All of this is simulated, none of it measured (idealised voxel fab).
voxel air gaps: a process module
Each square cell in cross-section cut measures 5 nm, and the section as a whole is 235 nm wide.
In this document a cross-section is written as a grid of square cells. It is given as a series of bands, listed from the top down, and a band is one or more rows of cells. Within each band entry, the heights of the top and of the bottom of the band appear first, in that order and in nm; the materials of the band then follow from left to right, each with its corresponding width in nm. The designation "edge to edge" on a single material indicates that it fills the band from edge to edge; the designation "empty" indicates empty space. The level at which height equals 0 is the one under which the wafer, as it arrives, is entirely one material. No lower edge exists for the bottom band, which continues downward and is notated as in "0..down". The width entry "30..40" should be interpreted row by row: the top row of cells in the band takes the first number, the bottom row takes the second number, and the change between adjacent rows is uniform throughout. You'll sometimes find "remained unchanged" written for a step, and that's the way of saying that nowhere in the cross-section did a cell change during that step. Basically, "Enclosed void inventory" tells you about the enclosed voids: empty spaces with no open way to the top, 8 cells or bigger, each written width x height at distance, where distance is from the left edge, all in nm. after a step's settings: what the simulator itself notes on the step. Each step line may optionally specify "overlay nm", which for a step with a mask gives the rightward distance between the mask's planned place and where it lay, a negative value indicating the leftward direction.
The planned process steps are enumerated hereunder:
| 1 | RECEIVE,material Si |
| 2 | CONFORMAL_DEP,material SiO2,thk nm 10 |
| 3 | CONFORMAL_DEP,material SiN,thk nm 5 |
| 4 | DIRECTIONAL_DEP,material SiO2,thk nm 40 |
| 5 | DIRECTIONAL_DEP,material aC,thk nm 15 |
| 6 | PATTERN,tone open,mask id LINES,material resist,width nm 15,pitch nm 45,thk nm 30,overlay nm 0 |
| 7 | DIRECTIONAL_ETCH,etch materials aC,depth nm 15 |
| 8 | STRIP,etch materials resist |
| 9 | DIRECTIONAL_ETCH,etch materials SiO2,depth nm 40 |
| 10 | STRIP,etch materials aC |
| 11 | CONFORMAL_DEP,material TiN,thk nm 5 |
| 12 | FILL_DEP,material Ru,thk nm 10 |
| 13 | CMP,height nm 55 |
| 14 | EPI,material Ru,thk nm 10 |
| 15 | SELECTIVE_ETCH,etch materials SiO2,depth nm 50 |
| 16 | CONFORMAL_DEP,material SiN,thk nm 5 |
Wafer at receipt (post step 1), cross-section:
0..down = Si edge to edge
Enclosed void inventory: none
Figure: cross-sectional view of the wafer upon completion of the module, processed from the initial state and according to the plan depicted above, with one error introduced during execution:
80..75 = SiN edge to edge
75..60 = Ru edge to edge
60..55 = TiN=70; Ru=5; TiN=40; Ru=5; TiN=40; Ru=5; TiN=70
55..20 = SiO2=65; TiN=5; Ru=5; TiN=5; SiO2=30; TiN=5; Ru=5; TiN=5; SiO2=30; TiN=5; Ru=5; TiN=5; SiO2=65
20..15 = SiO2=65; TiN=15; SiO2=30; TiN=15; SiO2=30; TiN=15; SiO2=65
15..10 = SiN edge to edge
10..0 = SiO2 edge to edge
0..down = Si edge to edge
Enclosed void inventory: none
In executing the process, a mistake was made relative to the plan: step 13 did not happen as planned, as run it was CMP,height nm 65
